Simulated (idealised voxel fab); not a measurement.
process module | voxel wiring stack
cross-section cut | 300 nm wide | cells 5 nm
A cross-section is a grid of square cells, given in bands from the top down. A band is one or more rows of cells.
Each band's line starts with the height of the band's top and of its bottom, in nm. Then come its materials from left to right, each with its width in nm. One material with "throughout" fills the band from edge to edge. "air" is empty space.
Height 0 is the level under which the wafer as received is all one material. The lowest band goes on downwards, as in "0 down".
A width such as "30 to 40" changes by the same amount from each row of cells to the next, from the band's top row to its bottom row.
"no change" after a step means that no cell of the cross-section changed.
closed voids: empty space of 8 cells or more with no open way to the top, each as width x height at its distance from the left edge, in nm
after a step's settings: what the simulator itself notes on the step
overlay nm, on a step with a mask: how far to the right of its planned place the mask lay; to the left if negative
plan
1 op RECEIVE | material Si
2 op CONFORMAL_DEP | material SiO2 | thk nm 15
3 op DIRECTIONAL_DEP | material TiN | thk nm 5
4 op DIRECTIONAL_DEP | material W | thk nm 15
5 op PATTERN | tone cover | mask id METAL_1 | material resist | width nm 25 | pitch nm 55 | thk nm 20 | overlay nm 0
6 op DIRECTIONAL_ETCH | etch materials W | depth nm 15
7 op DIRECTIONAL_ETCH | etch materials TiN | depth nm 5
8 op STRIP | etch materials resist
9 op CONFORMAL_DEP | material SiCN | thk nm 5
10 op FILL_DEP | material lowk | thk nm 10
11 op CMP | height nm 35
12 op CONFORMAL_DEP | material SiCN | thk nm 5
13 op DIRECTIONAL_DEP | material lowk | thk nm 10
14 op DIRECTIONAL_DEP | material aC | thk nm 10
15 op PATTERN | tone open | mask id PLUG_1 | material resist | width nm 15 | thk nm 25 | overlay nm 0
16 op DIRECTIONAL_ETCH | etch materials aC | depth nm 10
17 op STRIP | etch materials resist
18 op DIRECTIONAL_ETCH | etch materials lowk | depth nm 10
19 op DIRECTIONAL_ETCH | etch materials SiCN | depth nm 5
20 op STRIP | etch materials aC
21 op CONFORMAL_DEP | material TiN | thk nm 5
22 op FILL_DEP | material Cu | thk nm 5
23 op CMP | height nm 50
24 op CONFORMAL_DEP | material SiCN | thk nm 5
25 op DIRECTIONAL_DEP | material lowk | thk nm 15
26 op MASKED_ETCH | tone open | mask id METAL_2 | width nm 25 | pitch nm 55 | etch materials lowk | depth nm 15 | overlay nm 0
27 op MASKED_ETCH | tone open | mask id METAL_2 | width nm 25 | pitch nm 55 | etch materials SiCN | depth nm 5 | overlay nm 0
28 op CONFORMAL_DEP | material TiN | thk nm 5
29 op FILL_DEP | material Cu | thk nm 5
30 op CMP | height nm 70
31 op CONFORMAL_DEP | material SiCN | thk nm 5
32 op DIRECTIONAL_DEP | material lowk | thk nm 15
33 op PATTERN | tone open | mask id PLUG_2 | material resist | width nm 15 | thk nm 15 | overlay nm 0
34 op DIRECTIONAL_ETCH | etch materials lowk | depth nm 15
35 op DIRECTIONAL_ETCH | etch materials SiCN | depth nm 5
36 op STRIP | etch materials resist
37 op CONFORMAL_DEP | material TiN | thk nm 5
38 op FILL_DEP | material Cu | thk nm 5
39 op CMP | height nm 90
40 op DIRECTIONAL_DEP | material TiN | thk nm 5
41 op DIRECTIONAL_DEP | material Ru | thk nm 20
42 op MASKED_ETCH | tone cover | mask id METAL_3 | width nm 25 | pitch nm 55 | etch materials Ru | depth nm 20 | overlay nm 0
43 op MASKED_ETCH | tone cover | mask id METAL_3 | width nm 25 | pitch nm 55 | etch materials TiN | depth nm 5 | overlay nm 0
44 op CONFORMAL_DEP | material SiCN | thk nm 5
45 op FILL_DEP | material SiO2 | thk nm 5
46 op CMP | height nm 115
47 op CONFORMAL_DEP | material SiCN | thk nm 5
48 op DIRECTIONAL_DEP | material lowk | thk nm 30
49 op PATTERN | tone open | mask id METAL_4_HOLES | material resist | width nm 15 | pitch nm 55 | thk nm 20 | overlay nm 0
50 op DIRECTIONAL_ETCH | etch materials lowk | depth nm 30
51 op STRIP | etch materials resist
52 op PATTERN | tone open | mask id METAL_4 | material resist | width nm 25 | pitch nm 55 | thk nm 15 | overlay nm 0
53 op DIRECTIONAL_ETCH | etch materials lowk | depth nm 15
54 op DIRECTIONAL_ETCH | etch materials SiCN | depth nm 5
55 op STRIP | etch materials resist
56 op CONFORMAL_DEP | material TiN | thk nm 5
57 op FILL_DEP | material Cu | thk nm 10
58 op CMP | height nm 150
59 op CONFORMAL_DEP | material SiN | thk nm 5
as received, after step 1
  0 down: Si throughout
  closed voids: none
a wafer at the end: this start, this plan, one mistake
  155 to 150: SiN throughout
  150 to 140: lowk 110 | TiN 5 | Cu 15 | TiN 5 | lowk 30 | TiN 5 | Cu 15 | TiN 5 | lowk 110
  140 to 135: lowk 110 | TiN 5 | Cu 5 | TiN 15 | lowk 30 | TiN 5 | Cu 5 | TiN 15 | lowk 110
  135 to 120: lowk 110 | TiN 5 | Cu 5 | TiN 5 | lowk 40 | TiN 5 | Cu 5 | TiN 5 | lowk 120
  120 to 115: SiCN 110 | TiN 15 | SiCN 40 | TiN 15 | SiCN 120
  115 to 95: SiO2 105 | SiCN 5 | Ru 25 | SiCN 5 | SiO2 20 | SiCN 5 | Ru 25 | SiCN 5 | SiO2 105
  95 to 90: SiCN 110 | TiN 25 | SiCN 30 | TiN 25 | SiCN 110
  90 to 75: lowk 110 | TiN 5 | Cu 5 | TiN 5 | lowk 175
  75 to 70: SiCN 110 | TiN 15 | SiCN 175
  70 to 65: lowk 110 | TiN 5 | Cu 15 | TiN 5 | lowk 30 | TiN 5 | Cu 15 | TiN 5 | lowk 110
  65 to 60: SiCN 110 | TiN 25 | SiCN 30 | TiN 25 | SiCN 110
  60 to 50: SiCN throughout
  50 to 40: lowk 110 | TiN 5 | Cu 5 | TiN 5 | lowk 175
  40 to 35: SiCN 110 | TiN 15 | SiCN 175
  35 to 20: lowk 105 | SiCN 5 | W 25 | SiCN 5 | lowk 20 | SiCN 5 | W 25 | SiCN 5 | lowk 105
  20 to 15: SiCN 110 | TiN 25 | SiCN 30 | TiN 25 | SiCN 110
  15 to 0: SiO2 throughout
  0 down: Si throughout
  closed voids: none
what went wrong: step 24 ran as: op CONFORMAL_DEP | material SiCN | thk nm 15
